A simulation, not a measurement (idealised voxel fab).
process module | voxel gate over fins
cross-section cut | 270 nm wide | cells 5 nm
A cross-section is a grid of square cells, given in bands from the top down. A band is one or more rows of cells.
Each band's line starts with the height of the band's top and of its bottom, in nm. Then come its materials from left to right, each with its width in nm. One material with "throughout" fills the band from edge to edge. "air" is empty space.
Height 0 is the level under which the wafer as received is all one material. The lowest band goes on downwards, as in "0 down".
A width such as "30 to 40" changes by the same amount from each row of cells to the next, from the band's top row to its bottom row.
"no change" after a step means that no cell of the cross-section changed.
closed voids: empty space of 8 cells or more with no open way to the top, each as width x height at its distance from the left edge, in nm
after a step's settings: what the simulator itself notes on the step
overlay nm, on a step with a mask: how far to the right of its planned place the mask lay; to the left if negative
plan
1 op RECEIVE | material Si
2 op CONFORMAL_DEP | material SiN | thk nm 10
3 op DIRECTIONAL_DEP | material aC | thk nm 15
4 op PATTERN | tone cover | mask id FINS | material resist | width nm 15 | pitch nm 45 | thk nm 30 | overlay nm 0
5 op DIRECTIONAL_ETCH | etch materials aC | depth nm 15
6 op STRIP | etch materials resist
7 op DIRECTIONAL_ETCH | etch materials SiN | depth nm 10
8 op DIRECTIONAL_ETCH | etch materials Si | depth nm 30
9 op STRIP | etch materials aC
10 op FILL_DEP | material SiO2 | thk nm 10
11 op CMP | height nm 10
12 op SELECTIVE_ETCH | etch materials SiO2 | depth nm 25
13 op STRIP | etch materials SiN
14 op CONFORMAL_DEP | material HfO2 | thk nm 5
15 op CONFORMAL_DEP | material TiN | thk nm 5
16 op FILL_DEP | material W | thk nm 10
17 op CMP | height nm 15
18 op CONFORMAL_DEP | material SiCN | thk nm 10
as received, after step 1
  0 down: Si throughout
  closed voids: none
a wafer at the end: this start, this plan, one mistake
  25 to 15: SiCN throughout
  15 to 10: W throughout
  10 to 5: W 50 | TiN 35 | W 10 | TiN 35 | W 10 | TiN 35 | W 10 | TiN 35 | W 50
  5 to 0: W 50 | TiN 5 | SiO2 25 | TiN 5 | W 10 | TiN 5 | SiO2 25 | TiN 5 | W 10 | TiN 5 | SiO2 25 | TiN 5 | W 10 | TiN 5 | SiO2 25 | TiN 5 | W 50
  0 to -5: W 50 | TiN 5 | SiO2 5 | Si 15 | SiO2 5 | TiN 5 | W 10 | TiN 5 | SiO2 5 | Si 15 | SiO2 5 | TiN 5 | W 10 | TiN 5 | SiO2 5 | Si 15 | SiO2 5 | TiN 5 | W 10 | TiN 5 | SiO2 5 | Si 15 | SiO2 5 | TiN 5 | W 50
  -5 to -10: TiN 55 | SiO2 5 | Si 15 | SiO2 5 | TiN 20 | SiO2 5 | Si 15 | SiO2 5 | TiN 20 | SiO2 5 | Si 15 | SiO2 5 | TiN 20 | SiO2 5 | Si 15 | SiO2 5 | TiN 55
  -10 to -30: SiO2 60 | Si 15 | SiO2 30 | Si 15 | SiO2 30 | Si 15 | SiO2 30 | Si 15 | SiO2 60
  -30 down: Si throughout
  closed voids: none
what went wrong: step 14 ran as: op CONFORMAL_DEP | material SiO2 | thk nm 5
